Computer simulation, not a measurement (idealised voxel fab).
Process module, titled voxel capacitor over wiring
290 nm wide, 5 nm square cells: that's cross-section cut.
If you're reading a cross-section in this doc, picture square cells in a grid; it comes to you as bands, top ones listed first down to the bottom, and a band can be one or more rows of cells.
Per band: top height and bottom height in nm, followed by the left-to-right materials and their widths in nm; "edge to edge" marks a single material spanning edge to edge, "air" marks empty space.
Height reference: 0 = level under which incoming wafer is all one material. Lowest band: no bottom, runs on downward, e.g. "0..down".
The width entry "30->40" should be interpreted row by row: the top row of cells in the band takes the first number, the bottom row takes the second number, and the change between adjacent rows is uniform throughout.
A step reported as "no change" is a step in which no cell of the cross-section changed.
The entry "Closed empty spaces" lists the empty spaces that cover at least 8 cells and have no open path to the top. Each is written as width x height at distance, where the distance is measured from the left edge and all three values are in nm.
That trailing text on a step's line, after the settings, is the simulator's own remark on the step.
You can add "overlay nm" to a step's line. For a step with a mask, it describes how far the mask lay to the right of its planned position, and a negative number describes a lay to the left.

List of planned process steps
1: op RECEIVE | material Si
2: op CONFORMAL_DEP | material SiO2 | thk nm 15
3: op CONFORMAL_DEP | material SiN | thk nm 5
4: op DIRECTIONAL_DEP | material lowk | thk nm 25
5: op DIRECTIONAL_DEP | material aC | thk nm 10
6: op PATTERN | tone open | mask id METAL_1 | material resist | width nm 30 | pitch nm 85 | thk nm 30 | overlay nm 0
7: op DIRECTIONAL_ETCH | etch materials aC | depth nm 10
8: op STRIP | etch materials resist
9: op DIRECTIONAL_ETCH | etch materials lowk | depth nm 25
10: op DIRECTIONAL_ETCH | etch materials SiN | depth nm 5
11: op STRIP | etch materials aC
12: op CONFORMAL_DEP | material TiN | thk nm 5
13: op FILL_DEP | material W | thk nm 5
14: op CMP | height nm 45
15: op CONFORMAL_DEP | material SiCN | thk nm 5
16: op DIRECTIONAL_DEP | material SiO2 | thk nm 15
17: op MASKED_ETCH | tone open | mask id PLUG_1 | width nm 15 | etch materials SiO2 | depth nm 15 | overlay nm 0
18: op MASKED_ETCH | tone open | mask id PLUG_1 | width nm 15 | etch materials SiCN | depth nm 5 | overlay nm 0
19: op EPI | material Ru | thk nm 10
20: op EPI | material Ru | thk nm 10
21: op DIRECTIONAL_DEP | material TiN | thk nm 5
22: op DIRECTIONAL_DEP | material HfO2 | thk nm 5
23: op DIRECTIONAL_DEP | material TiN | thk nm 10
24: op MASKED_ETCH | tone cover | mask id UPPER_PLATE | width nm 60 | etch materials TiN | depth nm 10 | overlay nm 0
25: op MASKED_ETCH | tone cover | mask id UPPER_PLATE | width nm 60 | etch materials HfO2 | depth nm 5 | overlay nm 0
26: op DIRECTIONAL_DEP | material aC | thk nm 10
27: op PATTERN | tone cover | mask id LOWER_PLATE | material resist | width nm 70 | thk nm 25 | overlay nm 0
28: op DIRECTIONAL_ETCH | etch materials aC | depth nm 10
29: op STRIP | etch materials resist
30: op DIRECTIONAL_ETCH | etch materials TiN | depth nm 5
31: op STRIP | etch materials aC
32: op FILL_DEP | material SiO2 | thk nm 20
33: op CMP | height nm 100
34: op DIRECTIONAL_DEP | material aC | thk nm 15
35: op PATTERN | tone open | mask id PLUG_2 | material resist | width nm 15 | thk nm 30 | overlay nm 0
36: op DIRECTIONAL_ETCH | etch materials aC | depth nm 15
37: op STRIP | etch materials resist
38: op DIRECTIONAL_ETCH | etch materials SiO2 | depth nm 15
39: op STRIP | etch materials aC
40: op CONFORMAL_DEP | material TiN | thk nm 5
41: op FILL_DEP | material Cu | thk nm 5
42: op CMP | height nm 100
43: op CONFORMAL_DEP | material SiN | thk nm 5

As received (post step 1): cross-section
* 0..down  Si edge to edge
* Closed empty spaces: none

Cross-sectional image of the first of two wafers at the end of the module, the run having proceeded as planned
* 105..100  SiN edge to edge
* 100..90  110 nm SiO2  5 nm TiN  5 nm Cu  5 nm TiN  165 nm SiO2
* 90..85  110 nm SiO2  15 nm TiN  165 nm SiO2
* 85..75  100 nm SiO2  60 nm TiN  130 nm SiO2
* 75..70  100 nm SiO2  60 nm HfO2  130 nm SiO2
* 70..65  95 nm SiO2  70 nm TiN  125 nm SiO2
* 65..50  100 nm SiO2  15 nm Ru  175 nm SiO2
* 50..45  100 nm SiCN  15 nm Ru  175 nm SiCN
* 45..20  85 nm lowk  5 nm TiN  20 nm W  5 nm TiN  55 nm lowk  5 nm TiN  20 nm W  5 nm TiN  90 nm lowk
* 20..15  85 nm SiN  30 nm TiN  55 nm SiN  30 nm TiN  90 nm SiN
* 15..0  SiO2 edge to edge
* 0..down  Si edge to edge
* Closed empty spaces: none

Same start, same plan as the first wafer - but one mistake in the run. Cross-section of the second of the two at the end of the module
* 105..100  SiN edge to edge
* 100..90  110 nm SiO2  5 nm TiN  5 nm Cu  5 nm TiN  165 nm SiO2
* 90..85  110 nm SiO2  15 nm TiN  165 nm SiO2
* 85..75  100 nm SiO2  15 nm TiN  175 nm SiO2
* 75..70  100 nm SiO2  15 nm HfO2  175 nm SiO2
* 70..60  100->115 nm SiO2  60->45 nm TiN  130 nm SiO2
* 60..55  115 nm SiO2  45 nm HfO2  130 nm SiO2
* 55..50  95 nm SiO2  5 nm TiN  15 nm SiO2  50 nm TiN  125 nm SiO2
* 50..45  SiCN edge to edge
* 45..20  85 nm lowk  5 nm TiN  20 nm W  5 nm TiN  55 nm lowk  5 nm TiN  20 nm W  5 nm TiN  90 nm lowk
* 20..15  85 nm SiN  30 nm TiN  55 nm SiN  30 nm TiN  90 nm SiN
* 15..0  SiO2 edge to edge
* 0..down  Si edge to edge
* Closed empty spaces: none
What broke from the plan during processing? off-plan run, step 17, actual operation and settings op MASKED_ETCH | tone cover | mask id PLUG_1 | width nm 15 | etch materials SiO2 | depth nm 15 | overlay nm 0
Wrapping up, a cell-based count of both wafers puts the second over or under the first for these materials: Ru: 12 fewer; SiCN: 3 more; SiO2: 9 more
